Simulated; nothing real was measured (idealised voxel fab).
The following is a process module called voxel self aligned vias.
The width of the displayed cross-section, cut, is 275 nm; its cells are square, with a size of 5 nm.
Notation: cross-section as square-cell grid; stated in bands, top first, going down; one or more cell rows per band. It is stipulated that each band's entry specify, in nanometres, the height of the top of the band and then that of its bottom, followed by the materials of the band in left-to-right sequence, each together with its width in nanometres. A single material marked by the word "all across" is understood to fill the band from edge to edge; the word "blank" is understood to denote empty space. Convention: height 0 is the level below which the wafer, as received, is all one material. The lowest band does not terminate at the bottom but continues downward, represented as "0 down". Width "30 to 40": first value at the band's top row of cells, second value at its bottom row, equal change from row to row. The designation "everything unchanged", where it is given for a processing step, indicates that no cell of the cross-section was altered in the course of that step. For the entry "Sealed void listing", the listed items are empty spaces with no open way to the top whose size is 8 cells or more; each item follows the pattern width x height at distance, where distance is from the left edge and all three are in nm. Heads up: the bit after the settings on a step's line is the simulator's remark on that step. For masked steps, "overlay nm" on the step line gives how far right of plan the mask actually lay; a minus sign means it lay to the left.

The process steps that were planned are listed below
1,RECEIVE [material Si]
2,CONFORMAL_DEP [material SiO2] [thk nm 15]
3,CONFORMAL_DEP [material SiCN] [thk nm 5]
4,DIRECTIONAL_DEP [material SiO2] [thk nm 25]
5,DIRECTIONAL_DEP [material aC] [thk nm 15]
6,PATTERN [tone open] [mask id LINES] [material resist] [width nm 30] [pitch nm 70] [thk nm 30] [overlay nm 0]
7,DIRECTIONAL_ETCH [etch materials aC] [depth nm 15]
8,STRIP [etch materials resist]
9,DIRECTIONAL_ETCH [etch materials SiO2] [depth nm 25]
10,STRIP [etch materials aC]
11,CONFORMAL_DEP [material TiN] [thk nm 5]
12,FILL_DEP [material W] [thk nm 5]
13,CMP [height nm 45]
14,SELECTIVE_ETCH [etch materials W Ru TiN] [depth nm 10]
15,FILL_DEP [material SiN] [thk nm 10]
16,CMP [height nm 45]
17,DIRECTIONAL_DEP [material SiO2] [thk nm 15]
18,PATTERN [tone open] [mask id VIAS] [material resist] [width nm 40] [pitch nm 70] [thk nm 15] [overlay nm 0]
19,DIRECTIONAL_ETCH [etch materials SiO2] [depth nm 15]
20,DIRECTIONAL_ETCH [etch materials SiN] [depth nm 10]
21,STRIP [etch materials resist]
22,CONFORMAL_DEP [material TiN] [thk nm 5]
23,FILL_DEP [material Cu] [thk nm 10]
24,CMP [height nm 60]
25,CONFORMAL_DEP [material SiCN] [thk nm 5]

first wafer, as planned

Cross-section of the wafer as it came to us, i.e., already through step 1
> 0 down = Si all across
> Sealed void listing: none

after step 2
> 15 to 0 = SiO2 all across
> Nothing below the height 0 has changed.

after step 3
> 20 to 15 = SiCN all across
> Nothing below the height 15 has changed.

after step 4
> 45 to 20 = SiO2 all across
> Nothing below the height 20 has changed.

after step 5
> 60 to 45 = aC all across
> Nothing below the height 45 has changed.

after step 6
> 90 to 60 = resist: 85 / blank: 30 / resist: 40 / blank: 30 / resist: 90
> Nothing below the height 60 has changed.

after step 7
> 75 to 60 = resist: 85 / blank: 30 / resist: 40 / blank: 30 / resist: 90
> 60 to 45 = aC: 85 / blank: 30 / aC: 40 / blank: 30 / aC: 90
> Nothing below the height 45 has changed.

after step 8
> 60 to 45 = aC: 85 / blank: 30 / aC: 40 / blank: 30 / aC: 90
> Nothing below the height 45 has changed.

after step 9
> 60 to 45 = aC: 85 / blank: 30 / aC: 40 / blank: 30 / aC: 90
> 45 to 20 = SiO2: 85 / blank: 30 / SiO2: 40 / blank: 30 / SiO2: 90
> Nothing below the height 20 has changed.

after step 10
> 45 to 20 = SiO2: 85 / blank: 30 / SiO2: 40 / blank: 30 / SiO2: 90
> Nothing below the height 20 has changed.

after step 11
> 50 to 45 = TiN: 90 / blank: 20 / TiN: 50 / blank: 20 / TiN: 95
> 45 to 25 = SiO2: 85 / TiN: 5 / blank: 20 / TiN: 5 / SiO2: 40 / TiN: 5 / blank: 20 / TiN: 5 / SiO2: 90
> 25 to 20 = SiO2: 85 / TiN: 30 / SiO2: 40 / TiN: 30 / SiO2: 90
> Nothing below the height 20 has changed.

after step 12
> 55 to 50 = W all across
> 50 to 45 = TiN: 90 / W: 20 / TiN: 50 / W: 20 / TiN: 95
> 45 to 25 = SiO2: 85 / TiN: 5 / W: 20 / TiN: 5 / SiO2: 40 / TiN: 5 / W: 20 / TiN: 5 / SiO2: 90
> Nothing below the height 25 has changed.

after step 13
> 45 to 25 = SiO2: 85 / TiN: 5 / W: 20 / TiN: 5 / SiO2: 40 / TiN: 5 / W: 20 / TiN: 5 / SiO2: 90
> Nothing below the height 25 has changed.

after step 14
> 45 to 35 = SiO2: 85 / blank: 30 / SiO2: 40 / blank: 30 / SiO2: 90
> Nothing below the height 35 has changed.

after step 15
> 55 to 45 = SiN all across
> 45 to 35 = SiO2: 85 / SiN: 30 / SiO2: 40 / SiN: 30 / SiO2: 90
> Nothing below the height 35 has changed.

after step 16
> 45 to 35 = SiO2: 85 / SiN: 30 / SiO2: 40 / SiN: 30 / SiO2: 90
> Nothing below the height 35 has changed.

after step 17
> 60 to 45 = SiO2 all across
> Nothing below the height 45 has changed.

after step 18
> 75 to 60 = resist: 80 / blank: 40 / resist: 30 / blank: 40 / resist: 85
> Nothing below the height 60 has changed.

after step 19
> 75 to 60 = resist: 80 / blank: 40 / resist: 30 / blank: 40 / resist: 85
> 60 to 45 = SiO2: 80 / blank: 40 / SiO2: 30 / blank: 40 / SiO2: 85
> Nothing below the height 45 has changed.

after step 20
> 75 to 60 = resist: 80 / blank: 40 / resist: 30 / blank: 40 / resist: 85
> 60 to 45 = SiO2: 80 / blank: 40 / SiO2: 30 / blank: 40 / SiO2: 85
> 45 to 35 = SiO2: 85 / blank: 30 / SiO2: 40 / blank: 30 / SiO2: 90
> Nothing below the height 35 has changed.

after step 21
> 60 to 45 = SiO2: 80 / blank: 40 / SiO2: 30 / blank: 40 / SiO2: 85
> Nothing below the height 45 has changed.

after step 22
> 65 to 60 = TiN: 85 / blank: 30 / TiN: 40 / blank: 30 / TiN: 90
> 60 to 50 = SiO2: 80 / TiN: 5 / blank: 30 / TiN: 5 / SiO2: 30 / TiN: 5 / blank: 30 / TiN: 5 / SiO2: 85
> 50 to 40 = SiO2: 80 to 85 / TiN: 10 to 5 / blank: 20 / TiN: 10 to 5 / SiO2: 30 to 40 / TiN: 10 to 5 / blank: 20 / TiN: 10 to 5 / SiO2: 85 to 90
> 40 to 35 = SiO2: 85 / TiN: 30 / SiO2: 40 / TiN: 30 / SiO2: 90
> Nothing below the height 35 has changed.

after step 23
> 75 to 65 = Cu all across
> 65 to 60 = TiN: 85 / Cu: 30 / TiN: 40 / Cu: 30 / TiN: 90
> 60 to 50 = SiO2: 80 / TiN: 5 / Cu: 30 / TiN: 5 / SiO2: 30 / TiN: 5 / Cu: 30 / TiN: 5 / SiO2: 85
> 50 to 40 = SiO2: 80 to 85 / TiN: 10 to 5 / Cu: 20 / TiN: 10 to 5 / SiO2: 30 to 40 / TiN: 10 to 5 / Cu: 20 / TiN: 10 to 5 / SiO2: 85 to 90
> Nothing below the height 40 has changed.

after step 24
> 60 to 50 = SiO2: 80 / TiN: 5 / Cu: 30 / TiN: 5 / SiO2: 30 / TiN: 5 / Cu: 30 / TiN: 5 / SiO2: 85
> Nothing below the height 50 has changed.

after step 25
> 65 to 60 = SiCN all across
> Nothing below the height 60 has changed.

Wafer two of two - same starting point, same process plan, one mistake in execution; matches wafer one up to and including step 23

Cross-sectional view of the second wafer at the intended end time of process step 24: everything unchanged

Cross-sectional view of the second wafer at the intended end time of process step 25
> 80 to 75 = SiCN all across
> Nothing below the height 75 has changed.
What was the processing mistake? step 24 of the plan got skipped, so it never ran
Final comparison by cell count, materials where the second wafer has more or fewer than the first: 122 more of Cu; 43 more of TiN
